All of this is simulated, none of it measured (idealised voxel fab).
Presented below is a process module, voxel transistor to metal.
Xsec cut, 190 nm wide, square cell size 5 nm.
Format of a cross-section: grid, square cells. Given as bands. Order: top down. Band: one or more rows of cells.
Band: top height; bottom height; in nm. Then, left to right: material with width in nm, for each material. "edge to edge": a single material spanning edge to edge. "empty": empty space.
Beneath 0, the wafer as received is one material, and that level is where height counting begins. The lowest band goes on downward without a bottom; it is written like "0 down".
Width: "30..40" (first number = top row, second number = bottom row, same change from row to row of cells).
Step marked "remained unchanged"? Then no cell in the cross-section changed in it.
Under "Fully sealed voids" you'll find the enclosed gaps, the ones with no way out to the top, that are 8 cells or bigger; each reads width x height at distance, with distance counted from the left edge, everything in nm.
Where a step's line continues beyond its settings, the continuation is a remark by the simulator itself on that step.
Steps that use a mask can have "overlay nm" on their line. It says how far the mask sat to the right of where it was meant to be. Negative means to the left.
# The steps planned for the process are as follows
step 1: RECEIVE | material Si
step 2: OXIDIZE | depth nm 5
step 3: CONFORMAL_DEP | material SiN | thk nm 15
step 4: MASKED_ETCH | tone cover | mask id ACTIVE | width nm 135 | etch materials SiN | depth nm 15 | overlay nm 0
step 5: MASKED_ETCH | tone cover | mask id ACTIVE | width nm 135 | etch materials SiO2 | depth nm 5 | overlay nm 0
step 6: MASKED_ETCH | tone cover | mask id ACTIVE | width nm 135 | etch materials Si | depth nm 20 | overlay nm 0
step 7: FILL_DEP | material SiO2 | thk nm 10
step 8: CMP | height nm 15
step 9: SELECTIVE_ETCH | etch materials SiO2 | depth nm 5
step 10: STRIP | etch materials SiN
step 11: SELECTIVE_ETCH | etch materials SiO2 | depth nm 5
step 12: OXIDIZE | depth nm 5
step 13: DIRECTIONAL_DEP | material polySi | thk nm 30
step 14: DIRECTIONAL_DEP | material SiCN | thk nm 10
step 15: DIRECTIONAL_DEP | material aC | thk nm 15
step 16: PATTERN | tone cover | mask id GATE | material resist | width nm 35 | thk nm 30 | overlay nm 0
step 17: DIRECTIONAL_ETCH | etch materials aC | depth nm 15
step 18: STRIP | etch materials resist
step 19: DIRECTIONAL_ETCH | etch materials SiCN | depth nm 20
step 20: DIRECTIONAL_ETCH | etch materials polySi | depth nm 40
step 21: STRIP | etch materials aC
step 22: CONFORMAL_DEP | material SiN | thk nm 5
step 23: DIRECTIONAL_ETCH | etch materials SiN | depth nm 5
step 24: DIRECTIONAL_ETCH | etch materials SiO2 | depth nm 5
step 25: DIRECTIONAL_ETCH | etch materials Si | depth nm 5
step 26: EPI | material nSi | thk nm 5
step 27: FILL_DEP | material SiO2 | thk nm 10
step 28: CMP | height nm 25
step 29: STRIP | etch materials polySi
step 30: SELECTIVE_ETCH | etch materials SiO2 | depth nm 5
step 31: CONFORMAL_DEP | material HfO2 | thk nm 5
step 32: CONFORMAL_DEP | material TiN | thk nm 5
step 33: FILL_DEP | material W | thk nm 10
step 34: CMP | height nm 20
step 35: DIRECTIONAL_DEP | material SiO2 | thk nm 15
step 36: MASKED_ETCH | tone open | mask id CONTACT | width nm 20 | pitch nm 95 | etch materials SiO2 | depth nm 45 | overlay nm 0
step 37: CONFORMAL_DEP | material TiN | thk nm 5
step 38: FILL_DEP | material W | thk nm 5
step 39: CMP | height nm 35
step 40: DIRECTIONAL_DEP | material TiN | thk nm 5
step 41: DIRECTIONAL_DEP | material W | thk nm 20
step 42: MASKED_ETCH | tone cover | mask id METAL_1 | width nm 20 | pitch nm 95 | etch materials W | depth nm 20 | overlay nm 0
step 43: MASKED_ETCH | tone cover | mask id METAL_1 | width nm 20 | pitch nm 95 | etch materials TiN | depth nm 5 | overlay nm 0
step 44: FILL_DEP | material lowk | thk nm 10
step 45: CMP | height nm 60
step 46: CONFORMAL_DEP | material SiCN | thk nm 5
Same starting wafers, different thk nm at step 37. Plan value belongs to the first wafer.
# Incoming state of the first of several wafers in cross-section: after step 1
- 0 down: Si edge to edge
- Fully sealed voids: none
# The following table contains a row per wafer, in which are reported, at the conclusion of the module, the cells of each material gained (+) or lost (-) since the wafer's receipt, with its closed voids given thereafter
thk nm 5; +19 HfO2; -127 Si; +38 SiCN; +14 SiN; +243 SiO2; +61 TiN; +76 W; +150 lowk; +20 nSi; Fully sealed voids: none
thk nm 10; +19 HfO2; -127 Si; +38 SiCN; +14 SiN; +243 SiO2; +93 TiN; +44 W; +150 lowk; +20 nSi; Fully sealed voids: none
thk nm 15; +19 HfO2; -127 Si; +38 SiCN; +14 SiN; +243 SiO2; +93 TiN; +44 W; +150 lowk; +20 nSi; Fully sealed voids: none
thk nm 20; +19 HfO2; -127 Si; +38 SiCN; +14 SiN; +243 SiO2; +93 TiN; +44 W; +150 lowk; +20 nSi; Fully sealed voids: none
